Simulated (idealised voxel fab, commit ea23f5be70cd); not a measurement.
Process module heading - voxel self aligned vias
Section shown: cut. Width: 225 nm. Cell size: 5 nm, square.
Heads up, the way a cross-section reads in here is a grid of square cells, handed over as bands from the top down, with every band being one or more rows of cells. What a band's entry tells you: where the top is and where the bottom is, as heights in nm, and after that what lies inside, material by material from left to right, each with its width in nm. Empty space is written as the word "empty", and a single material marked with the word "all across" occupies the band from edge to edge. Heights are reckoned from 0. Under this level, the received wafer is all of one material. The bottommost band is open-ended downward, for example "z 0 and below". Width spec "30..40" -> top row of cells at first value, bottom row at second value, equal per-row change in between. Any step labelled "remains unaltered" changed none of the cells in the cross-section. Empty spaces counting at least 8 cells and having no open way to the top are listed in "Enclosed void entries". The notation width x height at distance is used for each, the distance being from the left edge and all three values in nm. Post-settings text on a step line: simulator's own remark regarding the step. For masked steps, "overlay nm" on the step line gives how far right of plan the mask actually lay; a minus sign means it lay to the left.

So here's the lineup of process steps we planned:
1) op RECEIVE | material Si
2) op CONFORMAL_DEP | material SiO2 | thk nm 15
3) op CONFORMAL_DEP | material SiCN | thk nm 5
4) op DIRECTIONAL_DEP | material SiO2 | thk nm 20
5) op DIRECTIONAL_DEP | material aC | thk nm 10
6) op PATTERN | tone open | mask id LINES | material resist | width nm 20 | pitch nm 45 | thk nm 30 | overlay nm 0
7) op DIRECTIONAL_ETCH | etch materials aC | depth nm 10
8) op STRIP | etch materials resist
9) op DIRECTIONAL_ETCH | etch materials SiO2 | depth nm 20
10) op STRIP | etch materials aC
11) op CONFORMAL_DEP | material TiN | thk nm 5
12) op FILL_DEP | material Ru | thk nm 5
13) op CMP | height nm 40
14) op SELECTIVE_ETCH | etch materials W Ru TiN | depth nm 10
15) op FILL_DEP | material SiN | thk nm 10
16) op CMP | height nm 40
17) op DIRECTIONAL_DEP | material SiO2 | thk nm 20
18) op MASKED_ETCH | tone open | mask id VIAS | width nm 30 | pitch nm 90 | etch materials SiO2 | depth nm 20 | overlay nm 0
19) op MASKED_ETCH | tone open | mask id VIAS | width nm 30 | pitch nm 90 | etch materials SiN | depth nm 10 | overlay nm 0
20) op CONFORMAL_DEP | material TiN | thk nm 5
21) op FILL_DEP | material W | thk nm 10
22) op CMP | height nm 60
23) op CONFORMAL_DEP | material SiCN | thk nm 5

Wafer at receipt (post step 1), cross-section:
    z 0 and below = Si all across
    Enclosed void entries: none

First of two wafers at the end of the module, shown in cross-section; run carried out as planned:
    z 65 to 60 = SiCN all across
    z 60 to 45 = SiO2: 50  TiN: 5  W: 20  TiN: 5  SiO2: 60  TiN: 5  W: 20  TiN: 5  SiO2: 55
    z 45 to 40 = SiO2: 50  TiN: 10  W: 10  TiN: 10  SiO2: 60  TiN: 10  W: 10  TiN: 10  SiO2: 55
    z 40 to 35 = SiO2: 55  TiN: 5  W: 10  TiN: 5  SiO2: 25  SiN: 20  SiO2: 25  TiN: 5  W: 10  TiN: 5  SiO2: 60
    z 35 to 30 = SiO2: 55  TiN: 20  SiO2: 25  SiN: 20  SiO2: 25  TiN: 20  SiO2: 60
    z 30 to 25 = SiO2: 55  TiN: 5  Ru: 10  TiN: 5  SiO2: 25  TiN: 5  Ru: 10  TiN: 5  SiO2: 25  TiN: 5  Ru: 10  TiN: 5  SiO2: 60
    z 25 to 20 = SiO2: 55  TiN: 20  SiO2: 25  TiN: 20  SiO2: 25  TiN: 20  SiO2: 60
    z 20 to 15 = SiCN all across
    z 15 to 0 = SiO2 all across
    z 0 and below = Si all across
    Enclosed void entries: none

Second wafer of the two, sectioned at the end of the module. It began like the first and followed the same plan, but one mistake was made while running it:
    z 65 to 60 = SiCN all across
    z 60 to 40 = SiO2: 50  TiN: 5  SiO2: 20  TiN: 5  SiO2: 60  TiN: 5  SiO2: 20  TiN: 5  SiO2: 55
    z 40 to 30 = SiO2: 55  SiN: 20  SiO2: 25  SiN: 20  SiO2: 25  SiN: 20  SiO2: 60
    z 30 to 25 = SiO2: 55  TiN: 5  Ru: 10  TiN: 5  SiO2: 25  TiN: 5  Ru: 10  TiN: 5  SiO2: 25  TiN: 5  Ru: 10  TiN: 5  SiO2: 60
    z 25 to 20 = SiO2: 55  TiN: 20  SiO2: 25  TiN: 20  SiO2: 25  TiN: 20  SiO2: 60
    z 20 to 15 = SiCN all across
    z 15 to 0 = SiO2 all across
    z 0 and below = Si all across
    Enclosed void entries: none
what went wrong: transposition of steps 17 and 18 relative to the planned sequence
at the end the second wafer has, in cells: +16 SiN; +32 SiO2; -16 TiN; -32 W
